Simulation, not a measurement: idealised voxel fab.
Process module under the name voxel transistor to metal
Each square cell in cross-section cut measures 5 nm, and the section as a whole is 285 nm wide.
Heads up, the way a cross-section reads in here is a grid of square cells, handed over as bands from the top down, with every band being one or more rows of cells. Band entry format. Leading values: height of top, height of bottom, nm. Remainder: materials in left-to-right order, each with its width in nm. Special words: "everywhere" on a single material, which then fills the band edge to edge; "blank", empty space. Measure heights from 0. That's the level where, below it, the as-received wafer is all one material. The lowest band is bottomless and extends downward; write it as in "0 and below". The two numbers in a width such as "30..40" mark its ends across the band: the first belongs to the top row of cells, the second to the bottom row, and from each row to the next the width moves by the same amount. It should be understood that the words "nothing got changed", when stated for a given step, signify that the cross-section underwent no change in any of its cells during that step. You'll see "Voids, fully enclosed" listing empty spaces that have no way open to the top, as long as they're 8 cells or more; the notation is width x height at distance, where the distance is from the left edge, and all of it is in nm. Whatever follows a step's settings on its line is a remark the simulator itself makes about that step. overlay nm: mask right of planned place by this much (step with mask). Neg. = left.

-- This section lists the process steps that were planned
step 1: RECEIVE [material Si]
step 2: OXIDIZE [depth nm 5]
step 3: CONFORMAL_DEP [material SiN] [thk nm 10]
step 4: PATTERN [tone cover] [mask id ACTIVE] [material resist] [width nm 100] [pitch nm 125] [thk nm 20] [overlay nm 0]
step 5: DIRECTIONAL_ETCH [etch materials SiN] [depth nm 10]
step 6: DIRECTIONAL_ETCH [etch materials SiO2] [depth nm 5]
step 7: DIRECTIONAL_ETCH [etch materials Si] [depth nm 25]
step 8: STRIP [etch materials resist]
step 9: FILL_DEP [material SiO2] [thk nm 10]
step 10: CMP [height nm 10]
step 11: SELECTIVE_ETCH [etch materials SiO2] [depth nm 5]
step 12: STRIP [etch materials SiN]
step 13: SELECTIVE_ETCH [etch materials SiO2] [depth nm 5]
step 14: OXIDIZE [depth nm 5]
step 15: DIRECTIONAL_DEP [material polySi] [thk nm 25]
step 16: DIRECTIONAL_DEP [material SiCN] [thk nm 10]
step 17: DIRECTIONAL_DEP [material aC] [thk nm 10]
step 18: PATTERN [tone cover] [mask id GATE] [material resist] [width nm 20] [pitch nm 125] [thk nm 30] [overlay nm 0]
step 19: DIRECTIONAL_ETCH [etch materials aC] [depth nm 10]
step 20: STRIP [etch materials resist]
step 21: DIRECTIONAL_ETCH [etch materials SiCN] [depth nm 20]
step 22: DIRECTIONAL_ETCH [etch materials polySi] [depth nm 35]
step 23: STRIP [etch materials aC]
step 24: CONFORMAL_DEP [material SiN] [thk nm 10]
step 25: DIRECTIONAL_ETCH [etch materials SiN] [depth nm 10]
step 26: DIRECTIONAL_ETCH [etch materials SiO2] [depth nm 5]
step 27: EPI [material SiGe] [thk nm 5]
step 28: FILL_DEP [material SiO2] [thk nm 10]
step 29: CMP [height nm 30]
step 30: DIRECTIONAL_DEP [material SiO2] [thk nm 15]
step 31: MASKED_ETCH [tone open] [mask id CONTACT] [width nm 30] [etch materials SiO2] [depth nm 50] [overlay nm 0]
step 32: CONFORMAL_DEP [material TiN] [thk nm 5]
step 33: FILL_DEP [material W] [thk nm 10]
step 34: CMP [height nm 45]
step 35: CONFORMAL_DEP [material SiCN] [thk nm 5]
step 36: DIRECTIONAL_DEP [material lowk] [thk nm 25]
step 37: MASKED_ETCH [tone open] [mask id METAL_1] [width nm 15] [etch materials lowk] [depth nm 25] [overlay nm 0]
step 38: MASKED_ETCH [tone open] [mask id METAL_1] [width nm 15] [etch materials SiCN] [depth nm 5] [overlay nm 0]
step 39: CONFORMAL_DEP [material TiN] [thk nm 5]
step 40: FILL_DEP [material Ru] [thk nm 10]
step 41: CMP [height nm 75]
step 42: EPI [material Ru] [thk nm 5]
step 43: FILL_DEP [material SiCN] [thk nm 5]

-- Below: the first of two wafers, run as planned

-- Wafer cross-section on receipt, i.e. after step 1
0 and below = Si everywhere
Voids, fully enclosed: none

-- Cross-section of the wafer after step 2
0 down to -5 = SiO2 everywhere
Note: structure below -5 unchanged.

-- Cross-section of the wafer after step 3
10 down to 0 = SiN everywhere
Note: structure below 0 unchanged.

-- Cross-section of the wafer after step 4
30 down to 10 = blank (30); resist (100); blank (25); resist (100); blank (30)
Note: structure below 10 unchanged.

-- Cross-section of the wafer after step 5
30 down to 10 = blank (30); resist (100); blank (25); resist (100); blank (30)
10 down to 0 = blank (30); SiN (100); blank (25); SiN (100); blank (30)
Note: structure below 0 unchanged.

-- Cross-section of the wafer after step 6
30 down to 10 = blank (30); resist (100); blank (25); resist (100); blank (30)
10 down to 0 = blank (30); SiN (100); blank (25); SiN (100); blank (30)
0 down to -5 = blank (30); SiO2 (100); blank (25); SiO2 (100); blank (30)
Note: structure below -5 unchanged.

-- Cross-section of the wafer after step 7
30 down to 10 = blank (30); resist (100); blank (25); resist (100); blank (30)
10 down to 0 = blank (30); SiN (100); blank (25); SiN (100); blank (30)
0 down to -5 = blank (30); SiO2 (100); blank (25); SiO2 (100); blank (30)
-5 down to -30 = blank (30); Si (100); blank (25); Si (100); blank (30)
Note: structure below -30 unchanged.

-- Cross-section of the wafer after step 8
10 down to 0 = blank (30); SiN (100); blank (25); SiN (100); blank (30)
Note: structure below 0 unchanged.

-- Cross-section of the wafer after step 9
20 down to 10 = SiO2 everywhere
10 down to 0 = SiO2 (30); SiN (100); SiO2 (25); SiN (100); SiO2 (30)
0 down to -5 = SiO2 everywhere
-5 down to -30 = SiO2 (30); Si (100); SiO2 (25); Si (100); SiO2 (30)
Note: structure below -30 unchanged.

-- Cross-section of the wafer after step 10
10 down to 0 = SiO2 (30); SiN (100); SiO2 (25); SiN (100); SiO2 (30)
Note: structure below 0 unchanged.

-- Cross-section of the wafer after step 11
10 down to 5 = blank (30); SiN (100); blank (25); SiN (100); blank (30)
Note: structure below 5 unchanged.

-- Cross-section of the wafer after step 12
5 down to 0 = SiO2 (30); blank (100); SiO2 (25); blank (100); SiO2 (30)
Note: structure below 0 unchanged.

-- Cross-section of the wafer after step 13
0 down to -5 = SiO2 (25); blank (110); SiO2 (15); blank (110); SiO2 (25)
Note: structure below -5 unchanged.

-- Cross-section of the wafer after step 14
0 down to -5 = SiO2 (25); blank (110); SiO2 (15); blank (110); SiO2 (25)
-5 down to -10 = SiO2 everywhere
Note: structure below -10 unchanged.

-- Cross-section of the wafer after step 15
25 down to 20 = polySi (25); blank (110); polySi (15); blank (110); polySi (25)
20 down to 0 = polySi everywhere
0 down to -5 = SiO2 (25); polySi (110); SiO2 (15); polySi (110); SiO2 (25)
Note: structure below -5 unchanged.

-- Cross-section of the wafer after step 16
35 down to 30 = SiCN (25); blank (110); SiCN (15); blank (110); SiCN (25)
30 down to 25 = SiCN everywhere
25 down to 20 = polySi (25); SiCN (110); polySi (15); SiCN (110); polySi (25)
Note: structure below 20 unchanged.

-- Cross-section of the wafer after step 17
45 down to 40 = aC (25); blank (110); aC (15); blank (110); aC (25)
40 down to 35 = aC everywhere
35 down to 30 = SiCN (25); aC (110); SiCN (15); aC (110); SiCN (25)
Note: structure below 30 unchanged.

-- Cross-section of the wafer after step 18
75 down to 45 = blank (70); resist (20); blank (105); resist (20); blank (70)
45 down to 40 = aC (25); blank (45); resist (20); blank (45); aC (15); blank (45); resist (20); blank (45); aC (25)
Note: structure below 40 unchanged.

-- Cross-section of the wafer after step 19
65 down to 40 = blank (70); resist (20); blank (105); resist (20); blank (70)
40 down to 35 = blank (70); aC (20); blank (105); aC (20); blank (70)
35 down to 30 = SiCN (25); blank (45); aC (20); blank (45); SiCN (15); blank (45); aC (20); blank (45); SiCN (25)
Note: structure below 30 unchanged.

-- Cross-section of the wafer after step 20
40 down to 35 = blank (70); aC (20); blank (105); aC (20); blank (70)
Note: structure below 35 unchanged.

-- Cross-section of the wafer after step 21
40 down to 30 = blank (70); aC (20); blank (105); aC (20); blank (70)
30 down to 25 = blank (70); SiCN (20); blank (105); SiCN (20); blank (70)
25 down to 20 = polySi (25); blank (45); SiCN (20); blank (45); polySi (15); blank (45); SiCN (20); blank (45); polySi (25)
Note: structure below 20 unchanged.

-- Cross-section of the wafer after step 22
40 down to 30 = blank (70); aC (20); blank (105); aC (20); blank (70)
30 down to 20 = blank (70); SiCN (20); blank (105); SiCN (20); blank (70)
20 down to 0 = blank (70); polySi (20); blank (105); polySi (20); blank (70)
0 down to -5 = SiO2 (25); blank (45); polySi (20); blank (45); SiO2 (15); blank (45); polySi (20); blank (45); SiO2 (25)
Note: structure below -5 unchanged.

-- Cross-section of the wafer after step 23
30 down to 20 = blank (70); SiCN (20); blank (105); SiCN (20); blank (70)
Note: structure below 20 unchanged.

-- Cross-section of the wafer after step 24
40 down to 30 = blank (60); SiN (40); blank (85); SiN (40); blank (60)
30 down to 20 = blank (60); SiN (10); SiCN (20); SiN (10); blank (85); SiN (10); SiCN (20); SiN (10); blank (60)
20 down to 10 = blank (60); SiN (10); polySi (20); SiN (10); blank (85); SiN (10); polySi (20); SiN (10); blank (60)
10 down to 5 = SiN (35); blank (25); SiN (10); polySi (20); SiN (10); blank (25); SiN (35); blank (25); SiN (10); polySi (20); SiN (10); blank (25); SiN (35)
5 down to 0 = SiN (70); polySi (20); SiN (105); polySi (20); SiN (70)
0 down to -5 = SiO2 (25); SiN (45); polySi (20); SiN (45); SiO2 (15); SiN (45); polySi (20); SiN (45); SiO2 (25)
Note: structure below -5 unchanged.

-- Cross-section of the wafer after step 25
30 down to 20 = blank (60); SiN (10); SiCN (20); SiN (10); blank (85); SiN (10); SiCN (20); SiN (10); blank (60)
20 down to 0 = blank (60); SiN (10); polySi (20); SiN (10); blank (85); SiN (10); polySi (20); SiN (10); blank (60)
0 down to -5 = SiO2 (25); SiN (10); blank (25); SiN (10); polySi (20); SiN (10); blank (25); SiN (10); SiO2 (15); SiN (10); blank (25); SiN (10); polySi (20); SiN (10); blank (25); SiN (10); SiO2 (25)
Note: structure below -5 unchanged.

-- Cross-section of the wafer after step 26
30 down to 20 = blank (60); SiN (10); SiCN (20); SiN (10); blank (85); SiN (10); SiCN (20); SiN (10); blank (60)
20 down to 0 = blank (60); SiN (10); polySi (20); SiN (10); blank (85); SiN (10); polySi (20); SiN (10); blank (60)
0 down to -5 = blank (25); SiN (10); blank (25); SiN (10); polySi (20); SiN (10); blank (25); SiN (10); blank (15); SiN (10); blank (25); SiN (10); polySi (20); SiN (10); blank (25); SiN (10); blank (25)
-5 down to -10 = SiO2 (35); blank (25); SiO2 (40); blank (25); SiO2 (35); blank (25); SiO2 (40); blank (25); SiO2 (35)
Note: structure below -10 unchanged.

-- Cross-section of the wafer after step 27
30 down to 20 = blank (60); SiN (10); SiCN (20); SiN (10); blank (85); SiN (10); SiCN (20); SiN (10); blank (60)
20 down to 0 = blank (60); SiN (10); polySi (20); SiN (10); blank (85); SiN (10); polySi (20); SiN (10); blank (60)
0 down to -5 = blank (25); SiN (10); blank (25); SiN (10); polySi (20); SiN (10); blank (25); SiN (10); blank (15); SiN (10); blank (25); SiN (10); polySi (20); SiN (10); blank (25); SiN (10); blank (25)
-5 down to -10 = SiO2 (35); SiGe (25); SiO2 (40); SiGe (25); SiO2 (35); SiGe (25); SiO2 (40); SiGe (25); SiO2 (35)
Note: structure below -10 unchanged.

-- Cross-section of the wafer after step 28
40 down to 30 = SiO2 everywhere
30 down to 20 = SiO2 (60); SiN (10); SiCN (20); SiN (10); SiO2 (85); SiN (10); SiCN (20); SiN (10); SiO2 (60)
20 down to 0 = SiO2 (60); SiN (10); polySi (20); SiN (10); SiO2 (85); SiN (10); polySi (20); SiN (10); SiO2 (60)
0 down to -5 = SiO2 (25); SiN (10); SiO2 (25); SiN (10); polySi (20); SiN (10); SiO2 (25); SiN (10); SiO2 (15); SiN (10); SiO2 (25); SiN (10); polySi (20); SiN (10); SiO2 (25); SiN (10); SiO2 (25)
Note: structure below -5 unchanged.

-- Cross-section of the wafer after step 29
30 down to 20 = SiO2 (60); SiN (10); SiCN (20); SiN (10); SiO2 (85); SiN (10); SiCN (20); SiN (10); SiO2 (60)
Note: structure below 20 unchanged.

-- Cross-section of the wafer after step 30
45 down to 30 = SiO2 everywhere
Note: structure below 30 unchanged.

-- Cross-section of the wafer after step 31
45 down to 30 = SiO2 (35); blank (30); SiO2 (30); blank (30); SiO2 (35); blank (30); SiO2 (30); blank (30); SiO2 (35)
30 down to 20 = SiO2 (35); blank (25); SiN (10); SiCN (20); SiN (10); blank (25); SiO2 (35); blank (25); SiN (10); SiCN (20); SiN (10); blank (25); SiO2 (35)
20 down to 0 = SiO2 (35); blank (25); SiN (10); polySi (20); SiN (10); blank (25); SiO2 (35); blank (25); SiN (10); polySi (20); SiN (10); blank (25); SiO2 (35)
0 down to -5 = SiO2 (25); SiN (10); blank (25); SiN (10); polySi (20); SiN (10); blank (25); SiN (10); SiO2 (15); SiN (10); blank (25); SiN (10); polySi (20); SiN (10); blank (25); SiN (10); SiO2 (25)
Note: structure below -5 unchanged.

-- Cross-section of the wafer after step 32
50 down to 45 = TiN (40); blank (20); TiN (40); blank (20); TiN (45); blank (20); TiN (40); blank (20); TiN (40)
45 down to 35 = SiO2 (35); TiN (5); blank (20); TiN (5); SiO2 (30); TiN (5); blank (20); TiN (5); SiO2 (35); TiN (5); blank (20); TiN (5); SiO2 (30); TiN (5); blank (20); TiN (5); SiO2 (35)
35 down to 30 = SiO2 (35); TiN (5); blank (15); TiN (10); SiO2 (30); TiN (10); blank (15); TiN (5); SiO2 (35); TiN (5); blank (15); TiN (10); SiO2 (30); TiN (10); blank (15); TiN (5); SiO2 (35)
30 down to 20 = SiO2 (35); TiN (5); blank (15); TiN (5); SiN (10); SiCN (20); SiN (10); TiN (5); blank (15); TiN (5); SiO2 (35); TiN (5); blank (15); TiN (5); SiN (10); SiCN (20); SiN (10); TiN (5); blank (15); TiN (5); SiO2 (35)
20 down to 0 = SiO2 (35); TiN (5); blank (15); TiN (5); SiN (10); polySi (20); SiN (10); TiN (5); blank (15); TiN (5); SiO2 (35); TiN (5); blank (15); TiN (5); SiN (10); polySi (20); SiN (10); TiN (5); blank (15); TiN (5); SiO2 (35)
0 down to -5 = SiO2 (25); SiN (10); TiN (25); SiN (10); polySi (20); SiN (10); TiN (25); SiN (10); SiO2 (15); SiN (10); TiN (25); SiN (10); polySi (20); SiN (10); TiN (25); SiN (10); SiO2 (25)
Note: structure below -5 unchanged.

-- Cross-section of the wafer after step 33
60 down to 50 = W everywhere
50 down to 45 = TiN (40); W (20); TiN (40); W (20); TiN (45); W (20); TiN (40); W (20); TiN (40)
45 down to 35 = SiO2 (35); TiN (5); W (20); TiN (5); SiO2 (30); TiN (5); W (20); TiN (5); SiO2 (35); TiN (5); W (20); TiN (5); SiO2 (30); TiN (5); W (20); TiN (5); SiO2 (35)
35 down to 30 = SiO2 (35); TiN (5); W (15); TiN (10); SiO2 (30); TiN (10); W (15); TiN (5); SiO2 (35); TiN (5); W (15); TiN (10); SiO2 (30); TiN (10); W (15); TiN (5); SiO2 (35)
30 down to 20 = SiO2 (35); TiN (5); W (15); TiN (5); SiN (10); SiCN (20); SiN (10); TiN (5); W (15); TiN (5); SiO2 (35); TiN (5); W (15); TiN (5); SiN (10); SiCN (20); SiN (10); TiN (5); W (15); TiN (5); SiO2 (35)
20 down to 0 = SiO2 (35); TiN (5); W (15); TiN (5); SiN (10); polySi (20); SiN (10); TiN (5); W (15); TiN (5); SiO2 (35); TiN (5); W (15); TiN (5); SiN (10); polySi (20); SiN (10); TiN (5); W (15); TiN (5); SiO2 (35)
Note: structure below 0 unchanged.

-- Cross-section of the wafer after step 34
45 down to 35 = SiO2 (35); TiN (5); W (20); TiN (5); SiO2 (30); TiN (5); W (20); TiN (5); SiO2 (35); TiN (5); W (20); TiN (5); SiO2 (30); TiN (5); W (20); TiN (5); SiO2 (35)
Note: structure below 35 unchanged.

-- Cross-section of the wafer after step 35
50 down to 45 = SiCN everywhere
Note: structure below 45 unchanged.

-- Cross-section of the wafer after step 36
75 down to 50 = lowk everywhere
Note: structure below 50 unchanged.

-- Cross-section of the wafer after step 37
75 down to 50 = lowk (35); blank (15); lowk (60); blank (15); lowk (35); blank (15); lowk (60); blank (15); lowk (35)
Note: structure below 50 unchanged.

-- Cross-section of the wafer after step 38
75 down to 50 = lowk (35); blank (15); lowk (60); blank (15); lowk (35); blank (15); lowk (60); blank (15); lowk (35)
50 down to 45 = SiCN (35); blank (15); SiCN (60); blank (15); SiCN (35); blank (15); SiCN (60); blank (15); SiCN (35)
Note: structure below 45 unchanged.

-- Cross-section of the wafer after step 39
80 down to 75 = TiN (40); blank (5); TiN (70); blank (5); TiN (45); blank (5); TiN (70); blank (5); TiN (40)
75 down to 50 = lowk (35); TiN (5); blank (5); TiN (5); lowk (60); TiN (5); blank (5); TiN (5); lowk (35); TiN (5); blank (5); TiN (5); lowk (60); TiN (5); blank (5); TiN (5); lowk (35)
50 down to 45 = SiCN (35); TiN (15); SiCN (60); TiN (15); SiCN (35); TiN (15); SiCN (60); TiN (15); SiCN (35)
Note: structure below 45 unchanged.

-- Cross-section of the wafer after step 40
90 down to 80 = Ru everywhere
80 down to 75 = TiN (40); Ru (5); TiN (70); Ru (5); TiN (45); Ru (5); TiN (70); Ru (5); TiN (40)
75 down to 50 = lowk (35); TiN (5); Ru (5); TiN (5); lowk (60); TiN (5); Ru (5); TiN (5); lowk (35); TiN (5); Ru (5); TiN (5); lowk (60); TiN (5); Ru (5); TiN (5); lowk (35)
Note: structure below 50 unchanged.

-- Cross-section of the wafer after step 41
75 down to 50 = lowk (35); TiN (5); Ru (5); TiN (5); lowk (60); TiN (5); Ru (5); TiN (5); lowk (35); TiN (5); Ru (5); TiN (5); lowk (60); TiN (5); Ru (5); TiN (5); lowk (35)
Note: structure below 50 unchanged.

-- Cross-section of the wafer after step 42
80 down to 75 = blank (30); Ru (25); blank (50); Ru (25); blank (25); Ru (25); blank (50); Ru (25); blank (30)
Note: structure below 75 unchanged.

-- Cross-section of the wafer after step 43
85 down to 80 = SiCN everywhere
80 down to 75 = SiCN (30); Ru (25); SiCN (50); Ru (25); SiCN (25); Ru (25); SiCN (50); Ru (25); SiCN (30)
Note: structure below 75 unchanged.

-- Companion wafer, the second of two: same beginning, same intended sequence, one mistake in carrying it out; through step 40 inclusive it tracks the first exactly

Second wafer cross-section, taken as of the time the plan sets for step 41 to be done: nothing got changed

-- Second wafer cross-section, taken as of the time the plan sets for step 42 to be done
95 down to 80 = Ru everywhere
Note: structure below 80 unchanged.

-- Second wafer cross-section, taken as of the time the plan sets for step 43 to be done
100 down to 95 = SiCN everywhere
Note: structure below 95 unchanged.
The plan and the run diverged here: plan step 41 skipped
The closing comparison, in cells, has the second wafer with more or fewer of some materials than the first: +155 Ru; -37 SiCN; +53 TiN
